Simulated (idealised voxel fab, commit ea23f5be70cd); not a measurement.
process module | voxel transistor to metal
cross-section cut | 270 nm wide | cells 5 nm
A cross-section is a grid of square cells, given in bands from the top down. A band is one or more rows of cells.
Each band's line starts with the height of the band's top and of its bottom, in nm. Then come its materials from left to right, each with its width in nm. One material with "throughout" fills the band from edge to edge. "air" is empty space.
Height 0 is the level under which the wafer as received is all one material. The lowest band goes on downwards, as in "0 down".
A width such as "30 to 40" changes by the same amount from each row of cells to the next, from the band's top row to its bottom row.
"no change" after a step means that no cell of the cross-section changed.
closed voids: empty space of 8 cells or more with no open way to the top, each as width x height at its distance from the left edge, in nm
after a step's settings: what the simulator itself notes on the step
overlay nm, on a step with a mask: how far to the right of its planned place the mask lay; to the left if negative
plan
1 op RECEIVE | material Si
2 op CONFORMAL_DEP | material SiO2 | thk nm 5
3 op CONFORMAL_DEP | material SiN | thk nm 15
4 op PATTERN | tone cover | mask id ACTIVE | material resist | width nm 100 | pitch nm 130 | thk nm 20 | overlay nm 0
5 op DIRECTIONAL_ETCH | etch materials SiN | depth nm 15
6 op DIRECTIONAL_ETCH | etch materials SiO2 | depth nm 5
7 op DIRECTIONAL_ETCH | etch materials Si | depth nm 30
8 op STRIP | etch materials resist
9 op OXIDIZE | depth nm 5
10 op FILL_DEP | material SiO2 | thk nm 5
11 op CMP | height nm 20
12 op SELECTIVE_ETCH | etch materials SiO2 | depth nm 15
13 op STRIP | etch materials SiN
14 op SELECTIVE_ETCH | etch materials SiO2 | depth nm 5
15 op OXIDIZE | depth nm 5
16 op DIRECTIONAL_DEP | material polySi | thk nm 25
17 op DIRECTIONAL_DEP | material SiCN | thk nm 10
18 op MASKED_ETCH | tone cover | mask id GATE | width nm 20 | pitch nm 130 | etch materials SiCN | depth nm 20 | overlay nm 0
19 op MASKED_ETCH | tone cover | mask id GATE | width nm 20 | pitch nm 130 | etch materials polySi | depth nm 35 | overlay nm 0
20 op CONFORMAL_DEP | material SiO2 | thk nm 5
21 op DIRECTIONAL_ETCH | etch materials SiO2 | depth nm 5
22 op CONFORMAL_DEP | material SiN | thk nm 5
23 op DIRECTIONAL_ETCH | etch materials SiN | depth nm 5
24 op DIRECTIONAL_ETCH | etch materials SiO2 | depth nm 5
25 op DIRECTIONAL_ETCH | etch materials Si | depth nm 15
26 op EPI | material pSi | thk nm 20
27 op FILL_DEP | material SiO2 | thk nm 5
28 op CMP | height nm 35
29 op DIRECTIONAL_DEP | material SiO2 | thk nm 15
30 op MASKED_ETCH | tone open | mask id CONTACT | width nm 15 | etch materials SiO2 | depth nm 50 | overlay nm 0
31 op CONFORMAL_DEP | material TiN | thk nm 5
32 op FILL_DEP | material Ru | thk nm 10
33 op CMP | height nm 50
34 op CONFORMAL_DEP | material SiN | thk nm 5
35 op DIRECTIONAL_DEP | material lowk | thk nm 15
36 op PATTERN | tone open | mask id METAL_1 | material resist | width nm 15 | thk nm 20 | overlay nm 0
37 op DIRECTIONAL_ETCH | etch materials lowk | depth nm 15
38 op DIRECTIONAL_ETCH | etch materials SiN | depth nm 5
39 op STRIP | etch materials resist
40 op CONFORMAL_DEP | material TiN | thk nm 5
41 op FILL_DEP | material W | thk nm 5
42 op CMP | height nm 70
43 op EPI | material Ru | thk nm 5
44 op FILL_DEP | material SiCN | thk nm 5
as received, after step 1
  0 down: Si throughout
  closed voids: none
a wafer at the end: this start, this plan, one mistake
  80 to 75: SiCN throughout
  75 to 70: SiCN 20 | Ru 25 | SiCN 50 | Ru 25 | SiCN 30 | Ru 25 | SiCN 50 | Ru 25 | SiCN 20
  70 to 55: lowk 25 | TiN 5 | W 5 | TiN 5 | lowk 60 | TiN 5 | W 5 | TiN 5 | lowk 40 | TiN 5 | W 5 | TiN 5 | lowk 60 | TiN 5 | W 5 | TiN 5 | lowk 25
  55 to 50: SiN 25 | TiN 15 | SiN 60 | TiN 15 | SiN 40 | TiN 15 | SiN 60 | TiN 15 | SiN 25
  50 to 35: SiO2 25 | TiN 5 | Ru 5 | TiN 5 | SiO2 60 | TiN 5 | Ru 5 | TiN 5 | SiO2 40 | TiN 5 | Ru 5 | TiN 5 | SiO2 60 | TiN 5 | Ru 5 | TiN 5 | SiO2 25
  35 to 25: SiO2 25 | TiN 5 | Ru 5 | TiN 5 | SiO2 10 | SiN 5 | SiO2 5 | SiCN 20 | SiO2 5 | SiN 5 | SiO2 10 | TiN 5 | Ru 5 | TiN 5 | SiO2 40 | TiN 5 | Ru 5 | TiN 5 | SiO2 10 | SiN 5 | SiO2 5 | SiCN 20 | SiO2 5 | SiN 5 | SiO2 10 | TiN 5 | Ru 5 | TiN 5 | SiO2 25
  25 to 20: SiO2 25 | TiN 5 | Ru 5 | TiN 5 | SiO2 10 | SiN 5 | SiO2 5 | polySi 20 | SiO2 5 | SiN 5 | SiO2 10 | TiN 5 | Ru 5 | TiN 5 | SiO2 40 | TiN 5 | Ru 5 | TiN 5 | SiO2 10 | SiN 5 | SiO2 5 | polySi 20 | SiO2 5 | SiN 5 | SiO2 10 | TiN 5 | Ru 5 | TiN 5 | SiO2 25
  20 to 15: SiO2 25 | TiN 15 | SiO2 10 | SiN 5 | SiO2 5 | polySi 20 | SiO2 5 | SiN 5 | SiO2 10 | TiN 15 | SiO2 40 | TiN 15 | SiO2 10 | SiN 5 | SiO2 5 | polySi 20 | SiO2 5 | SiN 5 | SiO2 10 | TiN 15 | SiO2 25
  15 to 0: SiO2 25 | TiN 5 | pSi 20 | SiN 5 | SiO2 5 | polySi 20 | SiO2 5 | SiN 5 | pSi 20 | TiN 5 | SiO2 40 | TiN 5 | pSi 20 | SiN 5 | SiO2 5 | polySi 20 | SiO2 5 | SiN 5 | pSi 20 | TiN 5 | SiO2 25
  0 to -5: SiO2 15 | pSi 35 | SiO2 40 | pSi 25 | SiO2 30 | pSi 35 | SiO2 40 | pSi 25 | SiO2 25
  -5 to -20: SiO2 20 | pSi 30 | Si 40 | pSi 20 | SiO2 40 | pSi 30 | Si 40 | pSi 20 | SiO2 30
  -20 to -35: SiO2 20 | Si 90 | SiO2 40 | Si 90 | SiO2 30
  -35 down: Si throughout
  closed voids: none
what went wrong: step 4 ran as: op PATTERN | tone cover | mask id ACTIVE | material resist | width nm 100 | pitch nm 130 | thk nm 20 | overlay nm -5
